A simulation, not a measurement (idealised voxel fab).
process module | voxel released beams
cross-section cut | 165 nm wide | cells 5 nm
A cross-section is a grid of square cells, given in bands from the top down. A band is one or more rows of cells.
Each band's line starts with the height of the band's top and of its bottom, in nm. Then come its materials from left to right, each with its width in nm. One material with "throughout" fills the band from edge to edge. "air" is empty space.
Height 0 is the level under which the wafer as received is all one material. The lowest band goes on downwards, as in "0 down".
A width such as "30 to 40" changes by the same amount from each row of cells to the next, from the band's top row to its bottom row.
"no change" after a step means that no cell of the cross-section changed.
closed voids: empty space of 8 cells or more with no open way to the top, each as width x height at its distance from the left edge, in nm
after a step's settings: what the simulator itself notes on the step
overlay nm, on a step with a mask: how far to the right of its planned place the mask lay; to the left if negative
plan
1 op RECEIVE | material Si
2 op CONFORMAL_DEP | material SiN | thk nm 5
3 op DIRECTIONAL_DEP | material SiO2 | thk nm 20
4 op MASKED_ETCH | tone open | mask id ANCHOR | width nm 35 | etch materials SiO2 | depth nm 20 | overlay nm 0
5 op CONFORMAL_DEP | material polySi | thk nm 15
6 op MASKED_ETCH | tone cover | mask id BEAM | width nm 95 | etch materials polySi | depth nm 15 | overlay nm 0
7 op STRIP | etch materials SiO2
as received, after step 1
  0 down: Si throughout
  closed voids: none
a wafer at the end: this start, this plan, one mistake
  40 to 25: air 30 | polySi 95 | air 40
  25 to 5: polySi throughout
  5 to 0: SiN throughout
  0 down: Si throughout
  closed voids: none
what went wrong: step 3 ran as: op DIRECTIONAL_DEP | material polySi | thk nm 20
